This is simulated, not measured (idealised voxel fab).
process module | voxel quadruple lines
cross-section cut | 190 nm wide | cells 5 nm
A cross-section is a grid of square cells, given in bands from the top down. A band is one or more rows of cells.
Each band's line starts with the height of the band's top and of its bottom, in nm. Then come its materials from left to right, each with its width in nm. One material with "throughout" fills the band from edge to edge. "air" is empty space.
Height 0 is the level under which the wafer as received is all one material. The lowest band goes on downwards, as in "0 down".
A width such as "30 to 40" changes by the same amount from each row of cells to the next, from the band's top row to its bottom row.
"no change" after a step means that no cell of the cross-section changed.
closed voids: empty space of 8 cells or more with no open way to the top, each as width x height at its distance from the left edge, in nm
after a step's settings: what the simulator itself notes on the step
overlay nm, on a step with a mask: how far to the right of its planned place the mask lay; to the left if negative
plan
1 op RECEIVE | material Si
2 op CONFORMAL_DEP | material SiO2 | thk nm 10
3 op DIRECTIONAL_DEP | material W | thk nm 15
4 op DIRECTIONAL_DEP | material polySi | thk nm 15
5 op DIRECTIONAL_DEP | material aC | thk nm 25
6 op PATTERN | tone cover | mask id MANDREL | material resist | width nm 20 | pitch nm 60 | thk nm 30 | overlay nm 0
7 op DIRECTIONAL_ETCH | etch materials aC | depth nm 25
8 op STRIP | etch materials resist
9 op CONFORMAL_DEP | material SiO2 | thk nm 10
10 op DIRECTIONAL_ETCH | etch materials SiO2 | depth nm 10
11 op STRIP | etch materials aC
12 op DIRECTIONAL_ETCH | etch materials polySi | depth nm 15
13 op STRIP | etch materials SiO2
14 op CONFORMAL_DEP | material SiCN | thk nm 5
15 op DIRECTIONAL_ETCH | etch materials SiCN | depth nm 5
16 op STRIP | etch materials polySi
17 op DIRECTIONAL_ETCH | etch materials W | depth nm 15
18 op STRIP | etch materials SiCN
as received, after step 1
  0 down: Si throughout
  closed voids: none
a wafer at the end: this start, this plan, one mistake
  15 to 0: air 40 | W 5 | air 10 | W 5 | air 10 | W 5 | air 10 | W 5 | air 10 | W 5 | air 10 | W 5 | air 10 | W 5 | air 10 | W 5 | air 40
  0 down: Si throughout
  closed voids: none
what went wrong: step 2 was left out
